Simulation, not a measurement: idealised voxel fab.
process module | voxel self aligned vias
cross-section cut | 185 nm wide | cells 5 nm
A cross-section is a grid of square cells, given in bands from the top down. A band is one or more rows of cells.
Each band's line starts with the height of the band's top and of its bottom, in nm. Then come its materials from left to right, each with its width in nm. One material with "throughout" fills the band from edge to edge. "air" is empty space.
Height 0 is the level under which the wafer as received is all one material. The lowest band goes on downwards, as in "0 down".
A width such as "30 to 40" changes by the same amount from each row of cells to the next, from the band's top row to its bottom row.
"no change" after a step means that no cell of the cross-section changed.
closed voids: empty space of 8 cells or more with no open way to the top, each as width x height at its distance from the left edge, in nm
after a step's settings: what the simulator itself notes on the step
overlay nm, on a step with a mask: how far to the right of its planned place the mask lay; to the left if negative
plan
1 op RECEIVE | material Si
2 op CONFORMAL_DEP | material SiO2 | thk nm 10
3 op CONFORMAL_DEP | material SiCN | thk nm 5
4 op DIRECTIONAL_DEP | material SiO2 | thk nm 25
5 op PATTERN | tone open | mask id LINES | material resist | width nm 25 | pitch nm 55 | thk nm 20 | overlay nm 0
6 op DIRECTIONAL_ETCH | etch materials SiO2 | depth nm 25
7 op STRIP | etch materials resist
8 op CONFORMAL_DEP | material TiN | thk nm 5
9 op FILL_DEP | material Ru | thk nm 5
10 op CMP | height nm 40
11 op SELECTIVE_ETCH | etch materials W Ru TiN | depth nm 5
12 op FILL_DEP | material SiN | thk nm 5
13 op CMP | height nm 40
14 op DIRECTIONAL_DEP | material SiO2 | thk nm 15
15 op DIRECTIONAL_DEP | material aC | thk nm 10
16 op PATTERN | tone open | mask id VIAS | material resist | width nm 35 | thk nm 30 | overlay nm 0
17 op DIRECTIONAL_ETCH | etch materials aC | depth nm 10
18 op STRIP | etch materials resist
19 op DIRECTIONAL_ETCH | etch materials SiO2 | depth nm 15
20 op DIRECTIONAL_ETCH | etch materials SiN | depth nm 5
21 op STRIP | etch materials aC
22 op CONFORMAL_DEP | material TiN | thk nm 5
23 op FILL_DEP | material Cu | thk nm 5
24 op CMP | height nm 55
25 op CONFORMAL_DEP | material SiN | thk nm 5
as received, after step 1
  0 down: Si throughout
  closed voids: none
a wafer at the end: this start, this plan, one mistake
  60 to 55: TiN throughout
  55 to 45: SiO2 45 | TiN 5 | Cu 25 | TiN 5 | SiO2 105
  45 to 40: SiO2 45 | TiN 10 | Cu 15 | TiN 10 | SiO2 105
  40 to 35: SiO2 50 | TiN 25 | SiO2 30 | SiN 25 | SiO2 55
  35 to 20: SiO2 50 | TiN 5 | Ru 15 | TiN 5 | SiO2 30 | TiN 5 | Ru 15 | TiN 5 | SiO2 55
  20 to 15: SiO2 50 | TiN 25 | SiO2 30 | TiN 25 | SiO2 55
  15 to 10: SiCN throughout
  10 to 0: SiO2 throughout
  0 down: Si throughout
  closed voids: none
what went wrong: step 25 ran as: op CONFORMAL_DEP | material TiN | thk nm 5
